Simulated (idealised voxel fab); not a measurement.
A process module follows: voxel self aligned vias.
The width of the displayed cross-section, cut, is 180 nm; its cells are square, with a size of 5 nm.
How to read a cross-section here: the picture is a grid of square cells, written as bands going from the top down, and any band can span one or more rows of cells. Each band's line starts with the height of the band's top and of its bottom, in nm. Then come its materials from left to right, each with its width in nm. One material with "throughout" fills the band from edge to edge. "blank" is empty space. Heads up on the height convention: 0 is the point under which the incoming wafer is all one material, and the lowest band has no bottom, it just keeps going down, like "0 nm and below". Width spec "30->40" -> top row of cells at first value, bottom row at second value, equal per-row change in between. Basically "no modification" means that step didn't change any cell in the cross-section. In the "Completely sealed voids" entry, you get each enclosed empty space of 8 cells or more, one with no open way to the top, written width x height at distance, distance from the left edge, in nm. Whatever follows a step's settings on its line is a remark the simulator itself makes about that step. Among the settings permitted on a step's line is "overlay nm"; applied to a step with a mask, it specifies the extent to which the mask lay to the right of its planned position, whereas a negative figure signifies a position to the left.

Set out below are the planned steps of the process:
- 1: op RECEIVE | material Si
- 2: op CONFORMAL_DEP | material SiO2 | thk nm 10
- 3: op CONFORMAL_DEP | material SiCN | thk nm 5
- 4: op DIRECTIONAL_DEP | material lowk | thk nm 25
- 5: op DIRECTIONAL_DEP | material aC | thk nm 15
- 6: op PATTERN | tone open | mask id LINES | material resist | width nm 30 | pitch nm 55 | thk nm 30 | overlay nm 0
- 7: op DIRECTIONAL_ETCH | etch materials aC | depth nm 15
- 8: op STRIP | etch materials resist
- 9: op DIRECTIONAL_ETCH | etch materials lowk | depth nm 25
- 10: op STRIP | etch materials aC
- 11: op CONFORMAL_DEP | material TiN | thk nm 5
- 12: op FILL_DEP | material Ru | thk nm 5
- 13: op CMP | height nm 40
- 14: op SELECTIVE_ETCH | etch materials W Ru TiN | depth nm 10
- 15: op FILL_DEP | material SiN | thk nm 5
- 16: op CMP | height nm 40
- 17: op DIRECTIONAL_DEP | material lowk | thk nm 20
- 18: op DIRECTIONAL_DEP | material aC | thk nm 10
- 19: op PATTERN | tone open | mask id VIAS | material resist | width nm 40 | pitch nm 55 | thk nm 30 | overlay nm 0
- 20: op DIRECTIONAL_ETCH | etch materials aC | depth nm 10
- 21: op STRIP | etch materials resist
- 22: op DIRECTIONAL_ETCH | etch materials lowk | depth nm 20
- 23: op DIRECTIONAL_ETCH | etch materials SiN | depth nm 10
- 24: op STRIP | etch materials aC
- 25: op CONFORMAL_DEP | material TiN | thk nm 5
- 26: op FILL_DEP | material Cu | thk nm 5
- 27: op CMP | height nm 60
- 28: op CONFORMAL_DEP | material SiCN | thk nm 5
Quick note for whoever runs this: the wafers start identical, but the thk nm at step 28 isn't the same across them. The plan just shows what the first wafer had.

The first of several wafers in cross-section, exactly as it reached us after step 1:
0 nm and below  Si throughout
Completely sealed voids: none

Cross-section after step 28, the final step of the module, for the first of several wafers:
65 nm to 60 nm  SiCN throughout
60 nm to 45 nm  lowk (40), then TiN (5), then Cu (30), then TiN (5), then lowk (15), then TiN (5), then Cu (30), then TiN (5), then lowk (45)
45 nm to 35 nm  lowk (40->45), then TiN (10->5), then Cu (20), then TiN (10->5), then lowk (15->25), then TiN (10->5), then Cu (20), then TiN (10->5), then lowk (45->50)
35 nm to 30 nm  lowk (45), then TiN (30), then lowk (25), then TiN (30), then lowk (50)
30 nm to 20 nm  lowk (45), then TiN (5), then Ru (20), then TiN (5), then lowk (25), then TiN (5), then Ru (20), then TiN (5), then lowk (50)
20 nm to 15 nm  lowk (45), then TiN (30), then lowk (25), then TiN (30), then lowk (50)
15 nm to 10 nm  SiCN throughout
10 nm to 0 nm  SiO2 throughout
0 nm and below  Si throughout
Completely sealed voids: none

A cross-section through the last wafer at the close of the module:
80 nm to 60 nm  SiCN throughout
60 nm to 45 nm  lowk (40), then TiN (5), then Cu (30), then TiN (5), then lowk (15), then TiN (5), then Cu (30), then TiN (5), then lowk (45)
45 nm to 35 nm  lowk (40->45), then TiN (10->5), then Cu (20), then TiN (10->5), then lowk (15->25), then TiN (10->5), then Cu (20), then TiN (10->5), then lowk (45->50)
35 nm to 30 nm  lowk (45), then TiN (30), then lowk (25), then TiN (30), then lowk (50)
30 nm to 20 nm  lowk (45), then TiN (5), then Ru (20), then TiN (5), then lowk (25), then TiN (5), then Ru (20), then TiN (5), then lowk (50)
20 nm to 15 nm  lowk (45), then TiN (30), then lowk (25), then TiN (30), then lowk (50)
15 nm to 10 nm  SiCN throughout
10 nm to 0 nm  SiO2 throughout
0 nm and below  Si throughout
Completely sealed voids: none

Basically each wafer gets a line in the table, showing it at the end of the module: material by material, the cells it gained (+) or lost (-) since we got it, then its closed voids:
thk nm 5, +52 Cu, +16 Ru, +72 SiCN, +72 SiO2, +56 TiN, +200 lowk, Completely sealed voids: none
thk nm 10, +52 Cu, +16 Ru, +108 SiCN, +72 SiO2, +56 TiN, +200 lowk, Completely sealed voids: none
thk nm 15, +52 Cu, +16 Ru, +144 SiCN, +72 SiO2, +56 TiN, +200 lowk, Completely sealed voids: none
thk nm 20, +52 Cu, +16 Ru, +180 SiCN, +72 SiO2, +56 TiN, +200 lowk, Completely sealed voids: none
